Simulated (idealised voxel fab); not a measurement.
The following is a process module called voxel fin reveal.
cross-section cut | 280 nm wide | cells 5 nm
How to read a cross-section here: the picture is a grid of square cells, written as bands going from the top down, and any band can span one or more rows of cells.
Top height, bottom height, nm. Materials left to right, width each, nm. Single material + "all across" = fills band edge to edge. "empty" = empty.
Heights are measured from 0, the level below which the as-received wafer is all one material; the lowest band has no bottom and continues downward, written as in "z 0 and below".
The width entry "30..40" should be interpreted row by row: the top row of cells in the band takes the first number, the bottom row takes the second number, and the change between adjacent rows is uniform throughout.
Key: "nothing different" - step with no changed cell in the cross-section.
If an empty space has no open way to the top and is at least 8 cells in size, "Closed empty spaces" lists it, written width x height at distance, where distance is measured from the left edge and every value is in nm.
Text after the settings on a step's line: the simulator's own remark on that step.
Among the settings permitted on a step's line is "overlay nm"; applied to a step with a mask, it specifies the extent to which the mask lay to the right of its planned position, whereas a negative figure signifies a position to the left.

Planned step list for the process:
step 1: op RECEIVE | material Si
step 2: op CONFORMAL_DEP | material SiN | thk nm 5
step 3: op DIRECTIONAL_DEP | material aC | thk nm 15
step 4: op PATTERN | tone cover | mask id FINS | material resist | width nm 15 | pitch nm 40 | thk nm 30 | overlay nm 0
step 5: op DIRECTIONAL_ETCH | etch materials aC | depth nm 15
step 6: op STRIP | etch materials resist
step 7: op DIRECTIONAL_ETCH | etch materials SiN | depth nm 5
step 8: op DIRECTIONAL_ETCH | etch materials Si | depth nm 40
step 9: op STRIP | etch materials aC
step 10: op FILL_DEP | material SiO2 | thk nm 5
step 11: op CMP | height nm 5
step 12: op SELECTIVE_ETCH | etch materials SiO2 | depth nm 35
step 13: op STRIP | etch materials SiN

The first of the two wafers, which ran as planned:

Incoming wafer in cross-section (state: after step 1):
> z 0 and below = Si all across
> Closed empty spaces: none

Step 2 complete: cross-section through the wafer:
> z 5 to 0 = SiN all across
> Below 0 it's all the same as before, nothing changed down there.

Step 3 complete: cross-section through the wafer:
> z 20 to 5 = aC all across
> Below 5 it's all the same as before, nothing changed down there.

Step 4 complete: cross-section through the wafer:
> z 50 to 20 = 70 empty; 15 resist; 25 empty; 15 resist; 25 empty; 15 resist; 25 empty; 15 resist; 75 empty
> Below 20 it's all the same as before, nothing changed down there.

Step 5 complete: cross-section through the wafer:
> z 35 to 20 = 70 empty; 15 resist; 25 empty; 15 resist; 25 empty; 15 resist; 25 empty; 15 resist; 75 empty
> z 20 to 5 = 70 empty; 15 aC; 25 empty; 15 aC; 25 empty; 15 aC; 25 empty; 15 aC; 75 empty
> Below 5 it's all the same as before, nothing changed down there.

Step 6 complete: cross-section through the wafer:
> z 20 to 5 = 70 empty; 15 aC; 25 empty; 15 aC; 25 empty; 15 aC; 25 empty; 15 aC; 75 empty
> Below 5 it's all the same as before, nothing changed down there.

Step 7 complete: cross-section through the wafer:
> z 20 to 5 = 70 empty; 15 aC; 25 empty; 15 aC; 25 empty; 15 aC; 25 empty; 15 aC; 75 empty
> z 5 to 0 = 70 empty; 15 SiN; 25 empty; 15 SiN; 25 empty; 15 SiN; 25 empty; 15 SiN; 75 empty
> Below 0 it's all the same as before, nothing changed down there.

Step 8 complete: cross-section through the wafer:
> z 20 to 5 = 70 empty; 15 aC; 25 empty; 15 aC; 25 empty; 15 aC; 25 empty; 15 aC; 75 empty
> z 5 to 0 = 70 empty; 15 SiN; 25 empty; 15 SiN; 25 empty; 15 SiN; 25 empty; 15 SiN; 75 empty
> z 0 to -40 = 70 empty; 15 Si; 25 empty; 15 Si; 25 empty; 15 Si; 25 empty; 15 Si; 75 empty
> Below -40 it's all the same as before, nothing changed down there.

Step 9 complete: cross-section through the wafer:
> z 5 to 0 = 70 empty; 15 SiN; 25 empty; 15 SiN; 25 empty; 15 SiN; 25 empty; 15 SiN; 75 empty
> Below 0 it's all the same as before, nothing changed down there.

Step 10 complete: cross-section through the wafer:
> z 10 to 5 = SiO2 all across
> z 5 to 0 = 70 SiO2; 15 SiN; 25 SiO2; 15 SiN; 25 SiO2; 15 SiN; 25 SiO2; 15 SiN; 75 SiO2
> z 0 to -40 = 70 SiO2; 15 Si; 25 SiO2; 15 Si; 25 SiO2; 15 Si; 25 SiO2; 15 Si; 75 SiO2
> Below -40 it's all the same as before, nothing changed down there.

Step 11 complete: cross-section through the wafer:
> z 5 to 0 = 70 SiO2; 15 SiN; 25 SiO2; 15 SiN; 25 SiO2; 15 SiN; 25 SiO2; 15 SiN; 75 SiO2
> Below 0 it's all the same as before, nothing changed down there.

Step 12 complete: cross-section through the wafer:
> z 5 to 0 = 70 empty; 15 SiN; 25 empty; 15 SiN; 25 empty; 15 SiN; 25 empty; 15 SiN; 75 empty
> z 0 to -30 = 70 empty; 15 Si; 25 empty; 15 Si; 25 empty; 15 Si; 25 empty; 15 Si; 75 empty
> Below -30 it's all the same as before, nothing changed down there.

Step 13 complete: cross-section through the wafer:
> z 0 to -30 = 70 empty; 15 Si; 25 empty; 15 Si; 25 empty; 15 Si; 25 empty; 15 Si; 75 empty
> Below -30 it's all the same as before, nothing changed down there.

Second wafer, same starting state and plan as the first, one mistake in the run, identical through step 9:

X-section, second wafer, when step 10 was due to finish:
> z 10 to 5 = aC all across
> z 5 to 0 = 70 aC; 15 SiN; 25 aC; 15 SiN; 25 aC; 15 SiN; 25 aC; 15 SiN; 75 aC
> z 0 to -40 = 70 aC; 15 Si; 25 aC; 15 Si; 25 aC; 15 Si; 25 aC; 15 Si; 75 aC
> Below -40 it's all the same as before, nothing changed down there.

X-section, second wafer, when step 11 was due to finish:
> z 5 to 0 = 70 aC; 15 SiN; 25 aC; 15 SiN; 25 aC; 15 SiN; 25 aC; 15 SiN; 75 aC
> Below 0 it's all the same as before, nothing changed down there.

X-section, second wafer, when step 12 was due to finish: nothing different

X-section, second wafer, when step 13 was due to finish:
> z 5 to 0 = 70 aC; 15 empty; 25 aC; 15 empty; 25 aC; 15 empty; 25 aC; 15 empty; 75 aC
> Below 0 it's all the same as before, nothing changed down there.
Misprocessing identified: step 10 changed vs plan, executed as op FILL_DEP | material aC | thk nm 5
It is noted that, at the conclusion of processing, the second wafer exhibits a higher or lower cell count for certain materials relative to the first: SiO2: 88 fewer | aC: 396 more
